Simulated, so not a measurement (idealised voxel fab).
Process module heading - voxel quadruple lines
Xsec cut, 260 nm wide, square cell size 5 nm.
Just so we're on the same page, the cross-sections are grids of square cells, and they're listed out in bands top to bottom, each band one or more rows deep.
A band entry consists of two parts. The first gives the height of the band's top and the height of its bottom, in nm. The rest lists the band's materials from left to right, each with its width in nm. A single material labelled with the word "all across" fills the band from edge to edge, and the word "empty" marks empty space.
Where do heights start? At 0: under that level the wafer as delivered is made of one material only. And the lowest band has no floor; it just carries on downward, as in "top 0, no bottom".
Think of "30 to 40" as a width that walks from the first number to the second as you go down the band, top row to bottom row, taking equal-sized steps from row to row.
Given "stayed the same" for a step, no cell of the cross-section differs between before and after that step.
What "Sealed cavities" gives you is every empty space of 8 cells or more that is cut off from the top. Each appears as width x height at distance, with the distance taken from the left edge and width, height and distance all in nm.
What comes after the settings on a step's line is commentary from the simulator itself on that step.
overlay nm: on a step with a mask, how far right of its planned place the mask lay; negative means left.
The steps planned for the process are as follows:
1. RECEIVE | material Si
2. CONFORMAL_DEP | material SiO2 | thk nm 10
3. DIRECTIONAL_DEP | material Ru | thk nm 10
4. DIRECTIONAL_DEP | material polySi | thk nm 20
5. DIRECTIONAL_DEP | material aC | thk nm 20
6. PATTERN | tone cover | mask id MANDREL | material resist | width nm 35 | pitch nm 100 | thk nm 30 | overlay nm 0
7. DIRECTIONAL_ETCH | etch materials aC | depth nm 20
8. STRIP | etch materials resist
9. CONFORMAL_DEP | material SiO2 | thk nm 15
10. DIRECTIONAL_ETCH | etch materials SiO2 | depth nm 15
11. STRIP | etch materials aC
12. DIRECTIONAL_ETCH | etch materials polySi | depth nm 20
13. STRIP | etch materials SiO2
14. CONFORMAL_DEP | material SiCN | thk nm 10
15. DIRECTIONAL_ETCH | etch materials SiCN | depth nm 10
16. STRIP | etch materials polySi
17. DIRECTIONAL_ETCH | etch materials Ru | depth nm 10
18. STRIP | etch materials SiCN
19. FILL_DEP | material lowk | thk nm 5
20. CMP | height nm 20
First of two wafers: run as planned:
Shown in cross-section is the wafer as received, that is, as it stands after step 1:
* top 0, no bottom: Si all across
* Sealed cavities: none
Upon completion of step 2, the wafer appears in cross-section as shown:
* top 10, bottom 0: SiO2 all across
* Whatever lies below 0 is exactly as it was before.
Upon completion of step 3, the wafer appears in cross-section as shown:
* top 20, bottom 10: Ru all across
* Whatever lies below 10 is exactly as it was before.
Upon completion of step 4, the wafer appears in cross-section as shown:
* top 40, bottom 20: polySi all across
* Whatever lies below 20 is exactly as it was before.
Upon completion of step 5, the wafer appears in cross-section as shown:
* top 60, bottom 40: aC all across
* Whatever lies below 40 is exactly as it was before.
Upon completion of step 6, the wafer appears in cross-section as shown:
* top 90, bottom 60: 60 empty; 35 resist; 65 empty; 35 resist; 65 empty
* Whatever lies below 60 is exactly as it was before.
Upon completion of step 7, the wafer appears in cross-section as shown:
* top 70, bottom 60: 60 empty; 35 resist; 65 empty; 35 resist; 65 empty
* top 60, bottom 40: 60 empty; 35 aC; 65 empty; 35 aC; 65 empty
* Whatever lies below 40 is exactly as it was before.
Upon completion of step 8, the wafer appears in cross-section as shown:
* top 60, bottom 40: 60 empty; 35 aC; 65 empty; 35 aC; 65 empty
* Whatever lies below 40 is exactly as it was before.
Upon completion of step 9, the wafer appears in cross-section as shown:
* top 75, bottom 60: 45 empty; 65 SiO2; 35 empty; 65 SiO2; 50 empty
* top 60, bottom 55: 45 empty; 15 SiO2; 35 aC; 15 SiO2; 35 empty; 15 SiO2; 35 aC; 15 SiO2; 50 empty
* top 55, bottom 40: 60 SiO2; 35 aC; 65 SiO2; 35 aC; 65 SiO2
* Whatever lies below 40 is exactly as it was before.
Upon completion of step 10, the wafer appears in cross-section as shown:
* top 60, bottom 40: 45 empty; 15 SiO2; 35 aC; 15 SiO2; 35 empty; 15 SiO2; 35 aC; 15 SiO2; 50 empty
* Whatever lies below 40 is exactly as it was before.
Upon completion of step 11, the wafer appears in cross-section as shown:
* top 60, bottom 40: 45 empty; 15 SiO2; 35 empty; 15 SiO2; 35 empty; 15 SiO2; 35 empty; 15 SiO2; 50 empty
* Whatever lies below 40 is exactly as it was before.
Upon completion of step 12, the wafer appears in cross-section as shown:
* top 60, bottom 40: 45 empty; 15 SiO2; 35 empty; 15 SiO2; 35 empty; 15 SiO2; 35 empty; 15 SiO2; 50 empty
* top 40, bottom 20: 45 empty; 15 polySi; 35 empty; 15 polySi; 35 empty; 15 polySi; 35 empty; 15 polySi; 50 empty
* Whatever lies below 20 is exactly as it was before.
Upon completion of step 13, the wafer appears in cross-section as shown:
* top 40, bottom 20: 45 empty; 15 polySi; 35 empty; 15 polySi; 35 empty; 15 polySi; 35 empty; 15 polySi; 50 empty
* Whatever lies below 20 is exactly as it was before.
Upon completion of step 14, the wafer appears in cross-section as shown:
* top 50, bottom 40: 35 empty; 35 SiCN; 15 empty; 35 SiCN; 15 empty; 35 SiCN; 15 empty; 35 SiCN; 40 empty
* top 40, bottom 30: 35 empty; 10 SiCN; 15 polySi; 10 SiCN; 15 empty; 10 SiCN; 15 polySi; 10 SiCN; 15 empty; 10 SiCN; 15 polySi; 10 SiCN; 15 empty; 10 SiCN; 15 polySi; 10 SiCN; 40 empty
* top 30, bottom 20: 45 SiCN; 15 polySi; 35 SiCN; 15 polySi; 35 SiCN; 15 polySi; 35 SiCN; 15 polySi; 50 SiCN
* Whatever lies below 20 is exactly as it was before.
Upon completion of step 15, the wafer appears in cross-section as shown:
* top 40, bottom 20: 35 empty; 10 SiCN; 15 polySi; 10 SiCN; 15 empty; 10 SiCN; 15 polySi; 10 SiCN; 15 empty; 10 SiCN; 15 polySi; 10 SiCN; 15 empty; 10 SiCN; 15 polySi; 10 SiCN; 40 empty
* Whatever lies below 20 is exactly as it was before.
Upon completion of step 16, the wafer appears in cross-section as shown:
* top 40, bottom 20: 35 empty; 10 SiCN; 15 empty; 10 SiCN; 15 empty; 10 SiCN; 15 empty; 10 SiCN; 15 empty; 10 SiCN; 15 empty; 10 SiCN; 15 empty; 10 SiCN; 15 empty; 10 SiCN; 40 empty
* Whatever lies below 20 is exactly as it was before.
Upon completion of step 17, the wafer appears in cross-section as shown:
* top 40, bottom 20: 35 empty; 10 SiCN; 15 empty; 10 SiCN; 15 empty; 10 SiCN; 15 empty; 10 SiCN; 15 empty; 10 SiCN; 15 empty; 10 SiCN; 15 empty; 10 SiCN; 15 empty; 10 SiCN; 40 empty
* top 20, bottom 10: 35 empty; 10 Ru; 15 empty; 10 Ru; 15 empty; 10 Ru; 15 empty; 10 Ru; 15 empty; 10 Ru; 15 empty; 10 Ru; 15 empty; 10 Ru; 15 empty; 10 Ru; 40 empty
* Whatever lies below 10 is exactly as it was before.
Upon completion of step 18, the wafer appears in cross-section as shown:
* top 20, bottom 10: 35 empty; 10 Ru; 15 empty; 10 Ru; 15 empty; 10 Ru; 15 empty; 10 Ru; 15 empty; 10 Ru; 15 empty; 10 Ru; 15 empty; 10 Ru; 15 empty; 10 Ru; 40 empty
* Whatever lies below 10 is exactly as it was before.
Upon completion of step 19, the wafer appears in cross-section as shown:
* top 25, bottom 20: lowk all across
* top 20, bottom 10: 35 lowk; 10 Ru; 15 lowk; 10 Ru; 15 lowk; 10 Ru; 15 lowk; 10 Ru; 15 lowk; 10 Ru; 15 lowk; 10 Ru; 15 lowk; 10 Ru; 15 lowk; 10 Ru; 40 lowk
* Whatever lies below 10 is exactly as it was before.
Upon completion of step 20, the wafer appears in cross-section as shown:
* top 20, bottom 10: 35 lowk; 10 Ru; 15 lowk; 10 Ru; 15 lowk; 10 Ru; 15 lowk; 10 Ru; 15 lowk; 10 Ru; 15 lowk; 10 Ru; 15 lowk; 10 Ru; 15 lowk; 10 Ru; 40 lowk
* Whatever lies below 10 is exactly as it was before.
Wafer two of two - same starting point, same process plan, one mistake in execution; matches wafer one up to and including step 5:
Cross-section of the second wafer when, according to plan, step 6 should have finished:
* top 90, bottom 60: 55 empty; 35 resist; 65 empty; 35 resist; 70 empty
* Whatever lies below 60 is exactly as it was before.
Cross-section of the second wafer when, according to plan, step 7 should have finished:
* top 70, bottom 60: 55 empty; 35 resist; 65 empty; 35 resist; 70 empty
* top 60, bottom 40: 55 empty; 35 aC; 65 empty; 35 aC; 70 empty
* Whatever lies below 40 is exactly as it was before.
Cross-section of the second wafer when, according to plan, step 8 should have finished:
* top 60, bottom 40: 55 empty; 35 aC; 65 empty; 35 aC; 70 empty
* Whatever lies below 40 is exactly as it was before.
Cross-section of the second wafer when, according to plan, step 9 should have finished:
* top 75, bottom 60: 40 empty; 65 SiO2; 35 empty; 65 SiO2; 55 empty
* top 60, bottom 55: 40 empty; 15 SiO2; 35 aC; 15 SiO2; 35 empty; 15 SiO2; 35 aC; 15 SiO2; 55 empty
* top 55, bottom 40: 55 SiO2; 35 aC; 65 SiO2; 35 aC; 70 SiO2
* Whatever lies below 40 is exactly as it was before.
Cross-section of the second wafer when, according to plan, step 10 should have finished:
* top 60, bottom 40: 40 empty; 15 SiO2; 35 aC; 15 SiO2; 35 empty; 15 SiO2; 35 aC; 15 SiO2; 55 empty
* Whatever lies below 40 is exactly as it was before.
Cross-section of the second wafer when, according to plan, step 11 should have finished:
* top 60, bottom 40: 40 empty; 15 SiO2; 35 empty; 15 SiO2; 35 empty; 15 SiO2; 35 empty; 15 SiO2; 55 empty
* Whatever lies below 40 is exactly as it was before.
Cross-section of the second wafer when, according to plan, step 12 should have finished:
* top 60, bottom 40: 40 empty; 15 SiO2; 35 empty; 15 SiO2; 35 empty; 15 SiO2; 35 empty; 15 SiO2; 55 empty
* top 40, bottom 20: 40 empty; 15 polySi; 35 empty; 15 polySi; 35 empty; 15 polySi; 35 empty; 15 polySi; 55 empty
* Whatever lies below 20 is exactly as it was before.
Cross-section of the second wafer when, according to plan, step 13 should have finished:
* top 40, bottom 20: 40 empty; 15 polySi; 35 empty; 15 polySi; 35 empty; 15 polySi; 35 empty; 15 polySi; 55 empty
* Whatever lies below 20 is exactly as it was before.
Cross-section of the second wafer when, according to plan, step 14 should have finished:
* top 50, bottom 40: 30 empty; 35 SiCN; 15 empty; 35 SiCN; 15 empty; 35 SiCN; 15 empty; 35 SiCN; 45 empty
* top 40, bottom 30: 30 empty; 10 SiCN; 15 polySi; 10 SiCN; 15 empty; 10 SiCN; 15 polySi; 10 SiCN; 15 empty; 10 SiCN; 15 polySi; 10 SiCN; 15 empty; 10 SiCN; 15 polySi; 10 SiCN; 45 empty
* top 30, bottom 20: 40 SiCN; 15 polySi; 35 SiCN; 15 polySi; 35 SiCN; 15 polySi; 35 SiCN; 15 polySi; 55 SiCN
* Whatever lies below 20 is exactly as it was before.
Cross-section of the second wafer when, according to plan, step 15 should have finished:
* top 40, bottom 20: 30 empty; 10 SiCN; 15 polySi; 10 SiCN; 15 empty; 10 SiCN; 15 polySi; 10 SiCN; 15 empty; 10 SiCN; 15 polySi; 10 SiCN; 15 empty; 10 SiCN; 15 polySi; 10 SiCN; 45 empty
* Whatever lies below 20 is exactly as it was before.
Cross-section of the second wafer when, according to plan, step 16 should have finished:
* top 40, bottom 20: 30 empty; 10 SiCN; 15 empty; 10 SiCN; 15 empty; 10 SiCN; 15 empty; 10 SiCN; 15 empty; 10 SiCN; 15 empty; 10 SiCN; 15 empty; 10 SiCN; 15 empty; 10 SiCN; 45 empty
* Whatever lies below 20 is exactly as it was before.
Cross-section of the second wafer when, according to plan, step 17 should have finished:
* top 40, bottom 20: 30 empty; 10 SiCN; 15 empty; 10 SiCN; 15 empty; 10 SiCN; 15 empty; 10 SiCN; 15 empty; 10 SiCN; 15 empty; 10 SiCN; 15 empty; 10 SiCN; 15 empty; 10 SiCN; 45 empty
* top 20, bottom 10: 30 empty; 10 Ru; 15 empty; 10 Ru; 15 empty; 10 Ru; 15 empty; 10 Ru; 15 empty; 10 Ru; 15 empty; 10 Ru; 15 empty; 10 Ru; 15 empty; 10 Ru; 45 empty
* Whatever lies below 10 is exactly as it was before.
Cross-section of the second wafer when, according to plan, step 18 should have finished:
* top 20, bottom 10: 30 empty; 10 Ru; 15 empty; 10 Ru; 15 empty; 10 Ru; 15 empty; 10 Ru; 15 empty; 10 Ru; 15 empty; 10 Ru; 15 empty; 10 Ru; 15 empty; 10 Ru; 45 empty
* Whatever lies below 10 is exactly as it was before.
Cross-section of the second wafer when, according to plan, step 19 should have finished:
* top 25, bottom 20: lowk all across
* top 20, bottom 10: 30 lowk; 10 Ru; 15 lowk; 10 Ru; 15 lowk; 10 Ru; 15 lowk; 10 Ru; 15 lowk; 10 Ru; 15 lowk; 10 Ru; 15 lowk; 10 Ru; 15 lowk; 10 Ru; 45 lowk
* Whatever lies below 10 is exactly as it was before.
Cross-section of the second wafer when, according to plan, step 20 should have finished:
* top 20, bottom 10: 30 lowk; 10 Ru; 15 lowk; 10 Ru; 15 lowk; 10 Ru; 15 lowk; 10 Ru; 15 lowk; 10 Ru; 15 lowk; 10 Ru; 15 lowk; 10 Ru; 15 lowk; 10 Ru; 45 lowk
* Whatever lies below 10 is exactly as it was before.
In executing the process, a mistake was made relative to the plan: step 6 ran as: PATTERN | tone cover | mask id MANDREL | material resist | width nm 35 | pitch nm 100 | thk nm 30 | overlay nm -5
Upon completion, the cell count for each material on the second wafer equals that on the first, whereas the spatial distribution of those cells differs.
